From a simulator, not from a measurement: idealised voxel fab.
process module | voxel local oxidation
cross-section cut | 170 nm wide | cells 5 nm
A cross-section is a grid of square cells, given in bands from the top down. A band is one or more rows of cells.
Each band's line starts with the height of the band's top and of its bottom, in nm. Then come its materials from left to right, each with its width in nm. One material with "throughout" fills the band from edge to edge. "air" is empty space.
Height 0 is the level under which the wafer as received is all one material. The lowest band goes on downwards, as in "0 down".
A width such as "30 to 40" changes by the same amount from each row of cells to the next, from the band's top row to its bottom row.
"no change" after a step means that no cell of the cross-section changed.
closed voids: empty space of 8 cells or more with no open way to the top, each as width x height at its distance from the left edge, in nm
after a step's settings: what the simulator itself notes on the step
overlay nm, on a step with a mask: how far to the right of its planned place the mask lay; to the left if negative
plan
1 op RECEIVE | material Si
2 op OXIDIZE | depth nm 5
3 op CONFORMAL_DEP | material SiN | thk nm 10
4 op MASKED_ETCH | tone cover | mask id ACTIVE | width nm 100 | etch materials SiN | depth nm 10 | overlay nm 0
5 op SELECTIVE_ETCH | etch materials SiO2 | depth nm 5
6 op OXIDIZE | depth nm 10
7 op STRIP | etch materials SiN
as received, after step 1
  0 down: Si throughout
  closed voids: none
first wafer at the end, as planned
  0 to -5: air 40 | SiO2 90 | air 40
  -5 to -15: SiO2 50 | Si 70 | SiO2 50
  -15 down: Si throughout
  closed voids: none
second wafer at the end: like start, like plan, one mistake
  0 to -5: air 45 | SiO2 85 | air 40
  -5 to -15: SiO2 55 | Si 65 | SiO2 50
  -15 down: Si throughout
  closed voids: none
what went wrong: step 4 ran as: op MASKED_ETCH | tone cover | mask id ACTIVE | width nm 95 | etch materials SiN | depth nm 10 | overlay nm 0
at the end the second wafer has, in cells: 2 fewer of Si | 1 more of SiO2
